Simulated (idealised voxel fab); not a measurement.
process module | voxel plated lines
cross-section cut | 140 nm wide | cells 5 nm
A cross-section is a grid of square cells, given in bands from the top down. A band is one or more rows of cells.
Each band's line starts with the height of the band's top and of its bottom, in nm. Then come its materials from left to right, each with its width in nm. One material with "throughout" fills the band from edge to edge. "air" is empty space.
Height 0 is the level under which the wafer as received is all one material. The lowest band goes on downwards, as in "0 down".
A width such as "30 to 40" changes by the same amount from each row of cells to the next, from the band's top row to its bottom row.
"no change" after a step means that no cell of the cross-section changed.
closed voids: empty space of 8 cells or more with no open way to the top, each as width x height at its distance from the left edge, in nm
after a step's settings: what the simulator itself notes on the step
overlay nm, on a step with a mask: how far to the right of its planned place the mask lay; to the left if negative
plan
1 op RECEIVE | material Si
2 op CONFORMAL_DEP | material Al2O3 | thk nm 5
3 op DIRECTIONAL_DEP | material TiN | thk nm 5
4 op PATTERN | tone open | mask id LINES | material resist | width nm 20 | pitch nm 35 | thk nm 15 | overlay nm 0
5 op EPI | material Ru | thk nm 5
6 op STRIP | etch materials resist
7 op DIRECTIONAL_ETCH | etch materials TiN | depth nm 5
8 op CONFORMAL_DEP | material SiCN | thk nm 10
as received, after step 1
  0 down: Si throughout
  closed voids: none
a wafer at the end: this start, this plan, one mistake
  25 to 15: air 20 | SiCN 105 | air 15
  15 to 10: SiCN 30 | Ru 15 | SiCN 20 | Ru 15 | SiCN 20 | Ru 15 | SiCN 25
  10 to 5: SiCN 30 | TiN 15 | SiCN 20 | TiN 15 | SiCN 20 | TiN 15 | SiCN 25
  5 to 0: Al2O3 throughout
  0 down: Si throughout
  closed voids: none
what went wrong: step 4 ran as: op PATTERN | tone open | mask id LINES | material resist | width nm 15 | pitch nm 35 | thk nm 15 | overlay nm 0
